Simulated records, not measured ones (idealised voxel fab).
A process module follows: voxel self aligned contacts.
230 nm wide, 5 nm square cells: that's cross-section cut.
If you're reading a cross-section in this doc, picture square cells in a grid; it comes to you as bands, top ones listed first down to the bottom, and a band can be one or more rows of cells. Quick guide to a band line: top height, bottom height (nm) up front; then every material left to right with its width in nm. Only one material and it's marked "throughout"? Then it fills the band edge to edge. And "blank" just means empty space. Ref level 0: as-received wafer is one material below here. Bottom band extends down with no lower bound ("0..down"). With a width like "30..40", each row of cells in the band differs from the next by the same amount, the top row carrying the first number and the bottom row the second. Where the words "nothing altered" appear for a step, the cross-section shows no cell changed by that step; every cell remained as before. Any empty space of 8 cells or more lacking an open way to the top shows up in "Completely sealed voids" as width x height at distance, distance from the left edge, in nm. Read whatever lies past the settings on a step's line as the simulator's own remark about the step. overlay nm: where the mask lay relative to plan, measured to the right, on steps with a mask; negatives go left.
# Steps planned for the process
| 1 | RECEIVE [material Si] |
| 2 | CONFORMAL_DEP [material SiO2] [thk nm 5] |
| 3 | DIRECTIONAL_DEP [material polySi] [thk nm 30] |
| 4 | DIRECTIONAL_DEP [material SiN] [thk nm 15] |
| 5 | DIRECTIONAL_DEP [material aC] [thk nm 15] |
| 6 | PATTERN [tone cover] [mask id GATE] [material resist] [width nm 25] [pitch nm 55] [thk nm 35] [overlay nm 0] |
| 7 | DIRECTIONAL_ETCH [etch materials aC] [depth nm 15] |
| 8 | STRIP [etch materials resist] |
| 9 | DIRECTIONAL_ETCH [etch materials SiN] [depth nm 15] |
| 10 | DIRECTIONAL_ETCH [etch materials polySi] [depth nm 30] |
| 11 | STRIP [etch materials aC] |
| 12 | CONFORMAL_DEP [material SiN] [thk nm 5] |
| 13 | DIRECTIONAL_ETCH [etch materials SiN] [depth nm 5] |
| 14 | FILL_DEP [material SiO2] [thk nm 20] |
| 15 | CMP [height nm 60] |
| 16 | DIRECTIONAL_DEP [material aC] [thk nm 10] |
| 17 | PATTERN [tone open] [mask id CONTACT] [material resist] [width nm 40] [thk nm 30] [overlay nm 0] |
| 18 | DIRECTIONAL_ETCH [etch materials aC] [depth nm 10] |
| 19 | STRIP [etch materials resist] |
| 20 | DIRECTIONAL_ETCH [etch materials SiO2] [depth nm 60] |
| 21 | STRIP [etch materials aC] |
| 22 | CONFORMAL_DEP [material TiN] [thk nm 5] |
| 23 | FILL_DEP [material W] [thk nm 10] |
| 24 | CMP [height nm 60] |
| 25 | CONFORMAL_DEP [material SiN] [thk nm 5] |
# first wafer, as planned
# As-received state of the wafer in cross-section, equivalent to post-step 1
- 0..down  Si throughout
- Completely sealed voids: none
# Cross-section through the wafer, step 2 finished
- 5..0  SiO2 throughout
- Lower than 0, everything is as it was.
# Cross-section through the wafer, step 3 finished
- 35..5  polySi throughout
- Lower than 5, everything is as it was.
# Cross-section through the wafer, step 4 finished
- 50..35  SiN throughout
- Lower than 35, everything is as it was.
# Cross-section through the wafer, step 5 finished
- 65..50  aC throughout
- Lower than 50, everything is as it was.
# Cross-section through the wafer, step 6 finished
- 100..65  blank: 75, then resist: 25, then blank: 30, then resist: 25, then blank: 75
- Lower than 65, everything is as it was.
# Cross-section through the wafer, step 7 finished
- 85..65  blank: 75, then resist: 25, then blank: 30, then resist: 25, then blank: 75
- 65..50  blank: 75, then aC: 25, then blank: 30, then aC: 25, then blank: 75
- Lower than 50, everything is as it was.
# Cross-section through the wafer, step 8 finished
- 65..50  blank: 75, then aC: 25, then blank: 30, then aC: 25, then blank: 75
- Lower than 50, everything is as it was.
# Cross-section through the wafer, step 9 finished
- 65..50  blank: 75, then aC: 25, then blank: 30, then aC: 25, then blank: 75
- 50..35  blank: 75, then SiN: 25, then blank: 30, then SiN: 25, then blank: 75
- Lower than 35, everything is as it was.
# Cross-section through the wafer, step 10 finished
- 65..50  blank: 75, then aC: 25, then blank: 30, then aC: 25, then blank: 75
- 50..35  blank: 75, then SiN: 25, then blank: 30, then SiN: 25, then blank: 75
- 35..5  blank: 75, then polySi: 25, then blank: 30, then polySi: 25, then blank: 75
- Lower than 5, everything is as it was.
# Cross-section through the wafer, step 11 finished
- 50..35  blank: 75, then SiN: 25, then blank: 30, then SiN: 25, then blank: 75
- Lower than 35, everything is as it was.
# Cross-section through the wafer, step 12 finished
- 55..35  blank: 70, then SiN: 35, then blank: 20, then SiN: 35, then blank: 70
- 35..10  blank: 70, then SiN: 5, then polySi: 25, then SiN: 5, then blank: 20, then SiN: 5, then polySi: 25, then SiN: 5, then blank: 70
- 10..5  SiN: 75, then polySi: 25, then SiN: 30, then polySi: 25, then SiN: 75
- Lower than 5, everything is as it was.
# Cross-section through the wafer, step 13 finished
- 50..35  blank: 70, then SiN: 35, then blank: 20, then SiN: 35, then blank: 70
- 35..5  blank: 70, then SiN: 5, then polySi: 25, then SiN: 5, then blank: 20, then SiN: 5, then polySi: 25, then SiN: 5, then blank: 70
- Lower than 5, everything is as it was.
# Cross-section through the wafer, step 14 finished
- 70..50  SiO2 throughout
- 50..35  SiO2: 70, then SiN: 35, then SiO2: 20, then SiN: 35, then SiO2: 70
- 35..5  SiO2: 70, then SiN: 5, then polySi: 25, then SiN: 5, then SiO2: 20, then SiN: 5, then polySi: 25, then SiN: 5, then SiO2: 70
- Lower than 5, everything is as it was.
# Cross-section through the wafer, step 15 finished
- 60..50  SiO2 throughout
- Lower than 50, everything is as it was.
# Cross-section through the wafer, step 16 finished
- 70..60  aC throughout
- Lower than 60, everything is as it was.
# Cross-section through the wafer, step 17 finished
- 100..70  resist: 95, then blank: 40, then resist: 95
- Lower than 70, everything is as it was.
# Cross-section through the wafer, step 18 finished
- 90..70  resist: 95, then blank: 40, then resist: 95
- 70..60  aC: 95, then blank: 40, then aC: 95
- Lower than 60, everything is as it was.
# Cross-section through the wafer, step 19 finished
- 70..60  aC: 95, then blank: 40, then aC: 95
- Lower than 60, everything is as it was.
# Cross-section through the wafer, step 20 finished
- 70..60  aC: 95, then blank: 40, then aC: 95
- 60..50  SiO2: 95, then blank: 40, then SiO2: 95
- 50..35  SiO2: 70, then SiN: 35, then blank: 20, then SiN: 35, then SiO2: 70
- 35..5  SiO2: 70, then SiN: 5, then polySi: 25, then SiN: 5, then blank: 20, then SiN: 5, then polySi: 25, then SiN: 5, then SiO2: 70
- 5..0  SiO2: 105, then blank: 20, then SiO2: 105
- Lower than 0, everything is as it was.
# Cross-section through the wafer, step 21 finished
- 60..50  SiO2: 95, then blank: 40, then SiO2: 95
- Lower than 50, everything is as it was.
# Cross-section through the wafer, step 22 finished
- 65..60  TiN: 100, then blank: 30, then TiN: 100
- 60..50  SiO2: 95, then TiN: 5..15, then blank: 30..10, then TiN: 5..15, then SiO2: 95
- 50..35  SiO2: 70, then SiN: 35, then TiN: 5, then blank: 10, then TiN: 5, then SiN: 35, then SiO2: 70
- 35..5  SiO2: 70, then SiN: 5, then polySi: 25, then SiN: 5, then TiN: 5, then blank: 10, then TiN: 5, then SiN: 5, then polySi: 25, then SiN: 5, then SiO2: 70
- 5..0  SiO2: 105, then TiN: 20, then SiO2: 105
- Lower than 0, everything is as it was.
# Cross-section through the wafer, step 23 finished
- 75..65  W throughout
- 65..60  TiN: 100, then W: 30, then TiN: 100
- 60..50  SiO2: 95, then TiN: 5..15, then W: 30..10, then TiN: 5..15, then SiO2: 95
- 50..35  SiO2: 70, then SiN: 35, then TiN: 5, then W: 10, then TiN: 5, then SiN: 35, then SiO2: 70
- 35..5  SiO2: 70, then SiN: 5, then polySi: 25, then SiN: 5, then TiN: 5, then W: 10, then TiN: 5, then SiN: 5, then polySi: 25, then SiN: 5, then SiO2: 70
- Lower than 5, everything is as it was.
# Cross-section through the wafer, step 24 finished
- 60..50  SiO2: 95, then TiN: 5..15, then W: 30..10, then TiN: 5..15, then SiO2: 95
- Lower than 50, everything is as it was.
# Cross-section through the wafer, step 25 finished
- 65..60  SiN throughout
- Lower than 60, everything is as it was.
# Wafer two: like wafer one in start and plan, but with one mistake in execution; identical up to and including step 3
# Second wafer, sectioned view, at step 4's planned end time
- 60..35  SiN throughout
- Lower than 35, everything is as it was.
# Second wafer, sectioned view, at step 5's planned end time
- 75..60  aC throughout
- Lower than 60, everything is as it was.
# Second wafer, sectioned view, at step 6's planned end time
- 110..75  blank: 75, then resist: 25, then blank: 30, then resist: 25, then blank: 75
- Lower than 75, everything is as it was.
# Second wafer, sectioned view, at step 7's planned end time
- 95..75  blank: 75, then resist: 25, then blank: 30, then resist: 25, then blank: 75
- 75..60  blank: 75, then aC: 25, then blank: 30, then aC: 25, then blank: 75
- Lower than 60, everything is as it was.
# Second wafer, sectioned view, at step 8's planned end time
- 75..60  blank: 75, then aC: 25, then blank: 30, then aC: 25, then blank: 75
- Lower than 60, everything is as it was.
# Second wafer, sectioned view, at step 9's planned end time
- 75..60  blank: 75, then aC: 25, then blank: 30, then aC: 25, then blank: 75
- 60..45  blank: 75, then SiN: 25, then blank: 30, then SiN: 25, then blank: 75
- Lower than 45, everything is as it was.
Second wafer, sectioned view, at step 10's planned end time: nothing altered
# Second wafer, sectioned view, at step 11's planned end time
- 60..45  blank: 75, then SiN: 25, then blank: 30, then SiN: 25, then blank: 75
- Lower than 45, everything is as it was.
# Second wafer, sectioned view, at step 12's planned end time
- 65..50  blank: 70, then SiN: 35, then blank: 20, then SiN: 35, then blank: 70
- 50..35  SiN throughout
- Lower than 35, everything is as it was.
# Second wafer, sectioned view, at step 13's planned end time
- 60..45  blank: 70, then SiN: 35, then blank: 20, then SiN: 35, then blank: 70
- Lower than 45, everything is as it was.
# Second wafer, sectioned view, at step 14's planned end time
- 80..60  SiO2 throughout
- 60..45  SiO2: 70, then SiN: 35, then SiO2: 20, then SiN: 35, then SiO2: 70
- Lower than 45, everything is as it was.
# Second wafer, sectioned view, at step 15's planned end time
- 60..45  SiO2: 70, then SiN: 35, then SiO2: 20, then SiN: 35, then SiO2: 70
- Lower than 45, everything is as it was.
# Second wafer, sectioned view, at step 16's planned end time
- 70..60  aC throughout
- Lower than 60, everything is as it was.
# Second wafer, sectioned view, at step 17's planned end time
- 100..70  resist: 95, then blank: 40, then resist: 95
- Lower than 70, everything is as it was.
# Second wafer, sectioned view, at step 18's planned end time
- 90..70  resist: 95, then blank: 40, then resist: 95
- 70..60  aC: 95, then blank: 40, then aC: 95
- Lower than 60, everything is as it was.
# Second wafer, sectioned view, at step 19's planned end time
- 70..60  aC: 95, then blank: 40, then aC: 95
- Lower than 60, everything is as it was.
# Second wafer, sectioned view, at step 20's planned end time
- 70..60  aC: 95, then blank: 40, then aC: 95
- 60..45  SiO2: 70, then SiN: 35, then blank: 20, then SiN: 35, then SiO2: 70
- Lower than 45, everything is as it was.
# Second wafer, sectioned view, at step 21's planned end time
- 60..45  SiO2: 70, then SiN: 35, then blank: 20, then SiN: 35, then SiO2: 70
- Lower than 45, everything is as it was.
# Second wafer, sectioned view, at step 22's planned end time
- 65..60  TiN: 110, then blank: 10, then TiN: 110
- 60..50  SiO2: 70, then SiN: 35, then TiN: 5, then blank: 10, then TiN: 5, then SiN: 35, then SiO2: 70
- 50..45  SiO2: 70, then SiN: 35, then TiN: 20, then SiN: 35, then SiO2: 70
- Lower than 45, everything is as it was.
# Second wafer, sectioned view, at step 23's planned end time
- 75..65  W throughout
- 65..60  TiN: 110, then W: 10, then TiN: 110
- 60..50  SiO2: 70, then SiN: 35, then TiN: 5, then W: 10, then TiN: 5, then SiN: 35, then SiO2: 70
- Lower than 50, everything is as it was.
# Second wafer, sectioned view, at step 24's planned end time
- 60..50  SiO2: 70, then SiN: 35, then TiN: 5, then W: 10, then TiN: 5, then SiN: 35, then SiO2: 70
- Lower than 50, everything is as it was.
# Second wafer, sectioned view, at step 25's planned end time
- 65..60  SiN throughout
- Lower than 60, everything is as it was.
Deviation noted in wafer processing: step 4, actual vs plan mismatch, actual run DIRECTIONAL_DEP [material SiN] [thk nm 25]
Looking at both finished wafers in cells, the second ends up ahead of or behind the first on some materials: SiN +68 | SiO2 -240 | TiN -22 | W -22 | polySi +216
